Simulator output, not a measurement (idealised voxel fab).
The following is a process module called voxel capacitor over wiring.
The cross-section shown here is cut; it is 155 nm wide and divided into square cells measuring 5 nm on a side.
Cross-sections here: square-cell grids, written as top-down lists of bands, a band being one or more rows of cells.
Heads up on the band format: heights come first, top then bottom, in nm. After that it's the materials left to right, each with its width in nm. A single material flagged "full width" fills the whole band edge to edge, and "blank" means there's empty space there.
Ref level 0: as-received wafer is one material below here. Bottom band extends down with no lower bound ("z 0 and below").
A width such as "30 to 40" changes by the same amount from each row of cells to the next, from the band's top row to its bottom row.
The designation "no alterations made", where it is given for a processing step, indicates that no cell of the cross-section was altered in the course of that step.
Reported under the label "Enclosed void list" are the empty spaces having no open way to the top and comprising 8 cells or more; the notation for each is width x height at distance, in which the distance is measured from the left edge and all three values are in nm.
Where a step's line continues beyond its settings, the continuation is a remark by the simulator itself on that step.
On any step carrying a mask, the "overlay nm" setting, if present on the step's line, tells how far right of its planned place the mask lay; negative values point to the left.
Reading guide: pairs of cross-sections, before and after one process step; after view cut off at lowest changed band; step and settings listed under each pair. Pairs may stem from different runs of this module on the same starting wafer; continuity with the pair above only where the "Status before step" entry states it.

# Status before step
* z 105 to 100 | W full width
* z 100 to 95 | TiN: 40, W: 5, TiN: 110
* z 95 to 90 | SiO2: 35, TiN: 5, W: 5, TiN: 5, SiO2: 105
* z 90 to 85 | SiO2: 35, TiN: 15, SiO2: 105
* z 85 to 75 | SiO2: 20, TiN: 70, SiO2: 65
* z 75 to 70 | SiO2: 15, Al2O3: 75, SiO2: 65
* z 70 to 60 | SiO2: 15, TiN: 90, SiO2: 50
* z 60 to 40 | SiO2: 25, Ru: 15, SiO2: 115
* z 40 to 35 | SiCN: 25, Ru: 15, SiCN: 115
* z 35 to 20 | lowk: 10, SiCN: 5, Ru: 25, SiCN: 5, lowk: 60, SiCN: 5, Ru: 25, SiCN: 5, lowk: 15
* z 20 to 15 | SiCN: 15, TiN: 25, SiCN: 70, TiN: 25, SiCN: 20
* z 15 to 0 | SiO2 full width
* z 0 and below | Si full width
* Enclosed void list: none

# After the Step
* z 95 to 90 | SiO2: 35, TiN: 5, W: 5, TiN: 5, SiO2: 105
* Under the height 90 nothing was changed.
* Enclosed void list: none
Transition step, before and after shown above: CMP | height nm 95

Status before step: check the pair just above; its after cross-section is our before state.

# After the Step
* z 100 to 95 | SiCN full width
* Under the height 95 nothing was changed.
* Enclosed void list: none
Transition step, before and after shown above: CONFORMAL_DEP | material SiCN | thk nm 5

# Status before step
* z 95 to 90 | SiO2: 35, TiN: 5, W: 5, TiN: 5, SiO2: 105
* z 90 to 85 | SiO2: 35, TiN: 15, SiO2: 105
* z 85 to 75 | SiO2: 25, TiN: 75, SiO2: 55
* z 75 to 70 | SiO2: 25, Al2O3: 75, SiO2: 55
* z 70 to 60 | SiO2: 20, TiN: 85, SiO2: 50
* z 60 to 40 | SiO2: 25, Ru: 15, SiO2: 115
* z 40 to 35 | SiCN: 25, Ru: 15, SiCN: 115
* z 35 to 20 | lowk: 10, SiCN: 5, Ru: 25, SiCN: 5, lowk: 60, SiCN: 5, Ru: 25, SiCN: 5, lowk: 15
* z 20 to 15 | SiCN: 15, TiN: 25, SiCN: 70, TiN: 25, SiCN: 20
* z 15 to 0 | SiO2 full width
* z 0 and below | Si full width
* Enclosed void list: none

# After the Step
* z 100 to 95 | aC full width
* Under the height 95 nothing was changed.
* Enclosed void list: none
Transition step, before and after shown above: CONFORMAL_DEP | material aC | thk nm 5

# Status before step
* z 50 to 35 | aC full width
* z 35 to 20 | Ru full width
* z 20 to 15 | TiN full width
* z 15 to 0 | SiO2 full width
* z 0 and below | Si full width
* Enclosed void list: none

# After the Step
* z 85 to 50 | resist: 15, blank: 25, resist: 70, blank: 25, resist: 20
* Under the height 50 nothing was changed.
* Enclosed void list: none
Transition step, before and after shown above: PATTERN | tone open | mask id METAL_1 | material resist | width nm 25 | pitch nm 95 | thk nm 35 | overlay nm 0

Status before step: check the pair just above; its after cross-section is our before state.

# After the Step
* z 70 to 50 | resist: 15, blank: 25, resist: 70, blank: 25, resist: 20
* z 50 to 35 | aC: 15, blank: 25, aC: 70, blank: 25, aC: 20
* Under the height 35 nothing was changed.
* Enclosed void list: none
Transition step, before and after shown above: DIRECTIONAL_ETCH | etch materials aC | depth nm 15

Status before step: check the pair just above; its after cross-section is our before state.

# After the Step
* z 50 to 35 | aC: 15, blank: 25, aC: 70, blank: 25, aC: 20
* Under the height 35 nothing was changed.
* Enclosed void list: none
Transition step, before and after shown above: STRIP | etch materials resist

Status before step: check the pair just above; its after cross-section is our before state.

# After the Step
* z 50 to 35 | aC: 15, blank: 25, aC: 70, blank: 25, aC: 20
* z 35 to 20 | Ru: 15, blank: 25, Ru: 70, blank: 25, Ru: 20
* Under the height 20 nothing was changed.
* Enclosed void list: none
Transition step, before and after shown above: DIRECTIONAL_ETCH | etch materials Ru | depth nm 15

Status before step: check the pair just above; its after cross-section is our before state.

# After the Step
* z 50 to 35 | aC: 15, blank: 25, aC: 70, blank: 25, aC: 20
* z 35 to 20 | Ru: 15, blank: 25, Ru: 70, blank: 25, Ru: 20
* z 20 to 15 | TiN: 15, blank: 25, TiN: 70, blank: 25, TiN: 20
* Under the height 15 nothing was changed.
* Enclosed void list: none
Transition step, before and after shown above: DIRECTIONAL_ETCH | etch materials TiN | depth nm 5

Status before step: check the pair just above; its after cross-section is our before state.

# After the Step
* z 35 to 20 | Ru: 15, blank: 25, Ru: 70, blank: 25, Ru: 20
* Under the height 20 nothing was changed.
* Enclosed void list: none
Transition step, before and after shown above: STRIP | etch materials aC

Status before step: check the pair just above; its after cross-section is our before state.

# After the Step
* z 40 to 35 | SiCN: 20, blank: 15, SiCN: 80, blank: 15, SiCN: 25
* z 35 to 20 | Ru: 15, SiCN: 5, blank: 15, SiCN: 5, Ru: 70, SiCN: 5, blank: 15, SiCN: 5, Ru: 20
* z 20 to 15 | TiN: 15, SiCN: 25, TiN: 70, SiCN: 25, TiN: 20
* Under the height 15 nothing was changed.
* Enclosed void list: none
Transition step, before and after shown above: CONFORMAL_DEP | material SiCN | thk nm 5

Status before step: check the pair just above; its after cross-section is our before state.

# After the Step
* z 50 to 40 | lowk full width
* z 40 to 35 | SiCN: 20, lowk: 15, SiCN: 80, lowk: 15, SiCN: 25
* z 35 to 20 | Ru: 15, SiCN: 5, lowk: 15, SiCN: 5, Ru: 70, SiCN: 5, lowk: 15, SiCN: 5, Ru: 20
* Under the height 20 nothing was changed.
* Enclosed void list: none
Transition step, before and after shown above: FILL_DEP | material lowk | thk nm 10

Status before step: check the pair just above; its after cross-section is our before state.

# After the Step
* z 35 to 20 | Ru: 15, SiCN: 5, lowk: 15, SiCN: 5, Ru: 70, SiCN: 5, lowk: 15, SiCN: 5, Ru: 20
* Under the height 20 nothing was changed.
* Enclosed void list: none
Transition step, before and after shown above: CMP | height nm 35

Status before step: check the pair just above; its after cross-section is our before state.

# After the Step
* z 40 to 35 | SiCN full width
* Under the height 35 nothing was changed.
* Enclosed void list: none
Transition step, before and after shown above: CONFORMAL_DEP | material SiCN | thk nm 5

Status before step: check the pair just above; its after cross-section is our before state.

# After the Step
* z 60 to 40 | SiO2 full width
* Under the height 40 nothing was changed.
* Enclosed void list: none
Transition step, before and after shown above: DIRECTIONAL_DEP | material SiO2 | thk nm 20

Status before step: check the pair just above; its after cross-section is our before state.

# After the Step
* z 70 to 60 | aC full width
* Under the height 60 nothing was changed.
* Enclosed void list: none
Transition step, before and after shown above: DIRECTIONAL_DEP | material aC | thk nm 10

Status before step: check the pair just above; its after cross-section is our before state.

# After the Step
* z 95 to 70 | resist: 25, blank: 15, resist: 115
* Under the height 70 nothing was changed.
* Enclosed void list: none
Transition step, before and after shown above: PATTERN | tone open | mask id PLUG_1 | material resist | width nm 15 | thk nm 25 | overlay nm 0

Status before step: check the pair just above; its after cross-section is our before state.

# After the Step
* z 85 to 70 | resist: 25, blank: 15, resist: 115
* z 70 to 60 | aC: 25, blank: 15, aC: 115
* Under the height 60 nothing was changed.
* Enclosed void list: none
Transition step, before and after shown above: DIRECTIONAL_ETCH | etch materials aC | depth nm 10

Status before step: check the pair just above; its after cross-section is our before state.

# After the Step
* z 70 to 60 | aC: 25, blank: 15, aC: 115
* Under the height 60 nothing was changed.
* Enclosed void list: none
Transition step, before and after shown above: STRIP | etch materials resist

Status before step: check the pair just above; its after cross-section is our before state.

# After the Step
* z 70 to 60 | aC: 25, blank: 15, aC: 115
* z 60 to 40 | SiO2: 25, blank: 15, SiO2: 115
* Under the height 40 nothing was changed.
* Enclosed void list: none
Transition step, before and after shown above: DIRECTIONAL_ETCH | etch materials SiO2 | depth nm 20

Status before step: check the pair just above; its after cross-section is our before state.

# After the Step
* z 70 to 60 | aC: 25, blank: 15, aC: 115
* z 60 to 40 | SiO2: 25, blank: 15, SiO2: 115
* z 40 to 35 | SiCN: 25, blank: 15, SiCN: 115
* Under the height 35 nothing was changed.
* Enclosed void list: none
Transition step, before and after shown above: DIRECTIONAL_ETCH | etch materials SiCN | depth nm 5

Status before step: check the pair just above; its after cross-section is our before state.

# After the Step
* z 60 to 40 | SiO2: 25, blank: 15, SiO2: 115
* Under the height 40 nothing was changed.
* Enclosed void list: none
Transition step, before and after shown above: STRIP | etch materials aC

Status before step: check the pair just above; its after cross-section is our before state.

# After the Step
* z 70 to 60 | TiN: 25, blank: 15, TiN: 115
* z 60 to 45 | SiO2: 25, blank: 15, SiO2: 115
* z 45 to 40 | SiO2: 25, TiN: 15, SiO2: 115
* z 40 to 35 | SiCN: 25, TiN: 15, SiCN: 115
* Under the height 35 nothing was changed.
* Enclosed void list: none
Transition step, before and after shown above: DIRECTIONAL_DEP | material TiN | thk nm 10

Status before step: check the pair just above; its after cross-section is our before state.

# After the Step
* z 75 to 70 | Al2O3: 25, blank: 15, Al2O3: 115
* z 70 to 60 | TiN: 25, blank: 15, TiN: 115
* z 60 to 50 | SiO2: 25, blank: 15, SiO2: 115
* z 50 to 45 | SiO2: 25, Al2O3: 15, SiO2: 115
* Under the height 45 nothing was changed.
* Enclosed void list: none
Transition step, before and after shown above: DIRECTIONAL_DEP | material Al2O3 | thk nm 5

Status before step: check the pair just above; its after cross-section is our before state.

# After the Step
* z 85 to 75 | TiN: 25, blank: 15, TiN: 115
* z 75 to 70 | Al2O3: 25, blank: 15, Al2O3: 115
* z 70 to 60 | TiN: 25, blank: 15, TiN: 115
* z 60 to 50 | SiO2: 25, TiN: 15, SiO2: 115
* Under the height 50 nothing was changed.
* Enclosed void list: none
Transition step, before and after shown above: DIRECTIONAL_DEP | material TiN | thk nm 10

Status before step: check the pair just above; its after cross-section is our before state.

# After the Step
* z 100 to 85 | blank: 25, resist: 75, blank: 55
* z 85 to 75 | TiN: 25, resist: 15, TiN: 115
* z 75 to 70 | Al2O3: 25, resist: 15, Al2O3: 115
* z 70 to 60 | TiN: 25, resist: 15, TiN: 115
* Under the height 60 nothing was changed.
* Enclosed void list: none
Transition step, before and after shown above: PATTERN | tone cover | mask id UPPER_PLATE | material resist | width nm 75 | thk nm 15 | overlay nm 0

Status before step: check the pair just above; its after cross-section is our before state.

# After the Step
* z 100 to 85 | blank: 25, resist: 75, blank: 55
* z 85 to 75 | blank: 25, resist: 15, TiN: 60, blank: 55
* Under the height 75 nothing was changed.
* Enclosed void list: none
Transition step, before and after shown above: DIRECTIONAL_ETCH | etch materials TiN | depth nm 10

Status before step: check the pair just above; its after cross-section is our before state.

# After the Step
* z 100 to 85 | blank: 25, resist: 75, blank: 55
* z 85 to 75 | blank: 25, resist: 15, TiN: 60, blank: 55
* z 75 to 70 | blank: 25, resist: 15, Al2O3: 60, blank: 55
* Under the height 70 nothing was changed.
* Enclosed void list: none
Transition step, before and after shown above: DIRECTIONAL_ETCH | etch materials Al2O3 | depth nm 5

Status before step: check the pair just above; its after cross-section is our before state.

# After the Step
* z 85 to 75 | blank: 40, TiN: 60, blank: 55
* z 75 to 70 | blank: 40, Al2O3: 60, blank: 55
* z 70 to 60 | TiN: 25, blank: 15, TiN: 115
* Under the height 60 nothing was changed.
* Enclosed void list: none
Transition step, before and after shown above: STRIP | etch materials resist

Status before step: check the pair just above; its after cross-section is our before state.

# After the Step
* z 95 to 85 | blank: 40, aC: 60, blank: 55
* z 85 to 80 | blank: 40, TiN: 60, blank: 55
* z 80 to 75 | aC: 25, blank: 15, TiN: 60, aC: 55
* z 75 to 70 | aC: 25, blank: 15, Al2O3: 60, aC: 55
* z 70 to 60 | TiN: 25, aC: 15, TiN: 115
* Under the height 60 nothing was changed.
* Enclosed void list: none
Transition step, before and after shown above: DIRECTIONAL_DEP | material aC | thk nm 10

Status before step: check the pair just above; its after cross-section is our before state.

# After the Step
* z 125 to 95 | blank: 20, resist: 85, blank: 50
* z 95 to 85 | blank: 20, resist: 20, aC: 60, resist: 5, blank: 50
* z 85 to 80 | blank: 20, resist: 20, TiN: 60, resist: 5, blank: 50
* z 80 to 75 | aC: 25, resist: 15, TiN: 60, aC: 55
* z 75 to 70 | aC: 25, resist: 15, Al2O3: 60, aC: 55
* Under the height 70 nothing was changed.
* Enclosed void list: none
Transition step, before and after shown above: PATTERN | tone cover | mask id LOWER_PLATE | material resist | width nm 85 | thk nm 30 | overlay nm 0

Status before step: check the pair just above; its after cross-section is our before state.

# After the Step
* z 115 to 95 | blank: 20, resist: 85, blank: 50
* z 95 to 85 | blank: 20, resist: 20, aC: 60, resist: 5, blank: 50
* z 85 to 80 | blank: 20, resist: 20, TiN: 60, resist: 5, blank: 50
* z 80 to 75 | blank: 20, aC: 5, resist: 15, TiN: 60, aC: 5, blank: 50
* z 75 to 70 | blank: 20, aC: 5, resist: 15, Al2O3: 60, aC: 5, blank: 50
* Under the height 70 nothing was changed.
* Enclosed void list: none
Transition step, before and after shown above: DIRECTIONAL_ETCH | etch materials aC | depth nm 10

Status before step: check the pair just above; its after cross-section is our before state.

# After the Step
* z 95 to 85 | blank: 40, aC: 60, blank: 55
* z 85 to 80 | blank: 40, TiN: 60, blank: 55
* z 80 to 75 | blank: 20, aC: 5, blank: 15, TiN: 60, aC: 5, blank: 50
* z 75 to 70 | blank: 20, aC: 5, blank: 15, Al2O3: 60, aC: 5, blank: 50
* Under the height 70 nothing was changed.
* Enclosed void list: none
Transition step, before and after shown above: STRIP | etch materials resist

Status before step: check the pair just above; its after cross-section is our before state.

# After the Step
* z 95 to 85 | blank: 40, aC: 60, blank: 55
* z 85 to 80 | blank: 40, TiN: 60, blank: 55
* z 80 to 75 | blank: 20, aC: 5, blank: 15, TiN: 60, aC: 5, blank: 50
* z 75 to 70 | blank: 20, aC: 5, blank: 15, Al2O3: 60, aC: 5, blank: 50
* z 70 to 60 | blank: 20, TiN: 5, aC: 15, TiN: 65, blank: 50
* Under the height 60 nothing was changed.
* Enclosed void list: none
Transition step, before and after shown above: DIRECTIONAL_ETCH | etch materials TiN | depth nm 10

Status before step: check the pair just above; its after cross-section is our before state.

# After the Step
* z 85 to 75 | blank: 40, TiN: 60, blank: 55
* z 75 to 70 | blank: 40, Al2O3: 60, blank: 55
* z 70 to 60 | blank: 20, TiN: 5, blank: 15, TiN: 65, blank: 50
* Under the height 60 nothing was changed.
* Enclosed void list: none
Transition step, before and after shown above: STRIP | etch materials aC

Status before step: check the pair just above; its after cross-section is our before state.

# After the Step
* z 100 to 85 | SiO2 full width
* z 85 to 75 | SiO2: 40, TiN: 60, SiO2: 55
* z 75 to 70 | SiO2: 40, Al2O3: 60, SiO2: 55
* z 70 to 60 | SiO2: 20, TiN: 5, SiO2: 15, TiN: 65, SiO2: 50
* Under the height 60 nothing was changed.
* Enclosed void list: none
Transition step, before and after shown above: FILL_DEP | material SiO2 | thk nm 15

Status before step: check the pair just above; its after cross-section is our before state.

# After the Step
* z 95 to 85 | SiO2 full width
* Under the height 85 nothing was changed.
* Enclosed void list: none
Transition step, before and after shown above: CMP | height nm 95

Status before step: check the pair just above; its after cross-section is our before state.

# After the Step
* z 95 to 85 | SiO2: 35, blank: 15, SiO2: 105
* Under the height 85 nothing was changed.
* Enclosed void list: none
Transition step, before and after shown above: MASKED_ETCH | tone open | mask id PLUG_2 | width nm 15 | etch materials SiO2 | depth nm 10 | overlay nm 0

Status before step: check the pair just above; its after cross-section is our before state.

# After the Step
* z 100 to 95 | TiN: 40, blank: 5, TiN: 110
* z 95 to 90 | SiO2: 35, TiN: 5, blank: 5, TiN: 5, SiO2: 105
* z 90 to 85 | SiO2: 35, TiN: 15, SiO2: 105
* Under the height 85 nothing was changed.
* Enclosed void list: none
Transition step, before and after shown above: CONFORMAL_DEP | material TiN | thk nm 5

Status before step: check the pair just above; its after cross-section is our before state.

# After the Step
* z 105 to 100 | W full width
* z 100 to 95 | TiN: 40, W: 5, TiN: 110
* z 95 to 90 | SiO2: 35, TiN: 5, W: 5, TiN: 5, SiO2: 105
* Under the height 90 nothing was changed.
* Enclosed void list: none
Transition step, before and after shown above: FILL_DEP | material W | thk nm 5

Status before step: check the pair just above; its after cross-section is our before state.

# After the Step
* z 95 to 90 | SiO2: 35, TiN: 5, W: 5, TiN: 5, SiO2: 105
* Under the height 90 nothing was changed.
* Enclosed void list: none
Transition step, before and after shown above: CMP | height nm 95

Status before step: check the pair just above; its after cross-section is our before state.

# After the Step
* z 100 to 95 | SiCN full width
* Under the height 95 nothing was changed.
* Enclosed void list: none
Transition step, before and after shown above: CONFORMAL_DEP | material SiCN | thk nm 5
